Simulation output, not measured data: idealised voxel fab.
Module name: voxel lift off (process module)
Cross-sectional view cut (width: 205 nm; square cell size: 5 nm).
A cross-section is a grid of square cells, given in bands from the top down. A band is one or more rows of cells.
Band: top height; bottom height; in nm. Then, left to right: material with width in nm, for each material. "full width": a single material spanning edge to edge. "blank": empty space.
Basically, 0 is our baseline, since under it the wafer straight out of the box is all one material. The bottom band has no lower end and keeps on going down, so it looks like "0 -> down".
Graded width ("30->40"): value in top row of band = first number; value in bottom row = second number; row-to-row change constant.
"nothing was modified" for a step: no cell of the cross-section changed in that step.
"Entrapped void list" enumerates empty spaces isolated from the top, with no open way to it, that contain at least 8 cells, giving each as width x height at distance from the left edge, all three in nm.
Where a step's line continues beyond its settings, the continuation is a remark by the simulator itself on that step.
The "overlay nm" setting may appear on a step's line; for a step that uses a mask, it gives how far to the right of its planned position the mask lay, and a negative value indicates the left.
PROCESS STEPS FORESEEN IN THE PLAN
- 1: RECEIVE (material Si)
- 2: CONFORMAL_DEP (material Al2O3; thk nm 15)
- 3: PATTERN (tone open; mask id LINES; material resist; width nm 30; pitch nm 55; thk nm 25; overlay nm 0)
- 4: DIRECTIONAL_DEP (material Ru; thk nm 10)
- 5: STRIP (etch materials resist)
- 6: CONFORMAL_DEP (material SiN; thk nm 5)
WAFER AS RECEIVED: CROSS-SECTION FOLLOWING STEP 1
* 0 -> down = Si full width
* Entrapped void list: none
WAFER CROSS-SECTION AT MODULE END: FIRST OF TWO, RUN TO PLAN
* 30 -> 25 = blank=55 / SiN=40 / blank=15 / SiN=40 / blank=55
* 25 -> 20 = blank=55 / SiN=5 / Ru=30 / SiN=5 / blank=15 / SiN=5 / Ru=30 / SiN=5 / blank=55
* 20 -> 15 = SiN=60 / Ru=30 / SiN=25 / Ru=30 / SiN=60
* 15 -> 0 = Al2O3 full width
* 0 -> down = Si full width
* Entrapped void list: none
PRESENTED HERE IS A CROSS-SECTION OF THE SECOND OF THE TWO WAFERS AS IT STOOD AT THE END OF THE MODULE. IT WAS STARTED IN THE SAME MANNER AND ASSIGNED THE SAME PLAN AS THE FIRST WAFER; HOWEVER, ONE MISTAKE WAS MADE IN ITS EXECUTION
* 15 -> 10 = blank=55 / SiN=40 / blank=15 / SiN=40 / blank=55
* 10 -> 5 = blank=55 / SiN=5 / Ru=30 / SiN=5 / blank=15 / SiN=5 / Ru=30 / SiN=5 / blank=55
* 5 -> 0 = SiN=60 / Ru=30 / SiN=25 / Ru=30 / SiN=60
* 0 -> down = Si full width
* Entrapped void list: none
The mistake made against the process plan was this: no execution of plan step 2; skipped
Cell-count delta at end, second wafer over first, by material: 123 fewer of Al2O3
